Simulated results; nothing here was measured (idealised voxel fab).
Herein follows the process module entitled voxel plated lines.
We display cut, a cross-section 285 nm in width whose square cells are each 5 nm.
Think of the cross-section as a grid of square cells. We describe it in bands, top to bottom, and each band covers one or more rows of those cells.
Band: top height; bottom height; in nm. Then, left to right: material with width in nm, for each material. "edge to edge": a single material spanning edge to edge. "empty": empty space.
Heights from 0 (as-received wafer is one material below). Bottom band endless downward, as "from 0 down".
Width: "30->40" (first number = top row, second number = bottom row, same change from row to row of cells).
Where a step carries "nothing different", the cross-section came out of it unchanged, cell for cell.
"Entrapped voids": sealed empty spaces, 8 cells or more, no open way to top, listed width x height at distance, with distance from the left edge and width, height and distance in nm.
Where a step's line continues beyond its settings, the continuation is a remark by the simulator itself on that step.
A step's line can hold "overlay nm"; with a mask on that step, the setting says how far right of the planned place the mask lay, while a negative setting says it lay to the left.

The planned process steps are enumerated hereunder
- 1: RECEIVE: material Si
- 2: CONFORMAL_DEP: material SiN, thk nm 10
- 3: DIRECTIONAL_DEP: material TiN, thk nm 5
- 4: PATTERN: tone open, mask id LINES, material resist, width nm 20, pitch nm 40, thk nm 15, overlay nm 0
- 5: EPI: material Ru, thk nm 10
- 6: STRIP: etch materials resist
- 7: DIRECTIONAL_ETCH: etch materials TiN, depth nm 5
- 8: CONFORMAL_DEP: material SiN, thk nm 10
What sets these wafers apart? The thk nm at step 3. They all start alike, and the plan carries the first wafer's value.

First of several wafers (as received, post step 1), cross-sectional view
* from 0 down | Si edge to edge
* Entrapped voids: none

Every row in this table is a wafer at the end of the module, and it gives, for each of the materials, the cells that wafer has gained (+) or lost (-) since it was received, then its closed voids
thk nm 5; +16 Ru; +252 SiN; +8 TiN; Entrapped voids: none
thk nm 10; +16 Ru; +252 SiN; +65 TiN; Entrapped voids: none
thk nm 15; +16 Ru; +252 SiN; +122 TiN; Entrapped voids: none
thk nm 20; +16 Ru; +252 SiN; +179 TiN; Entrapped voids: none
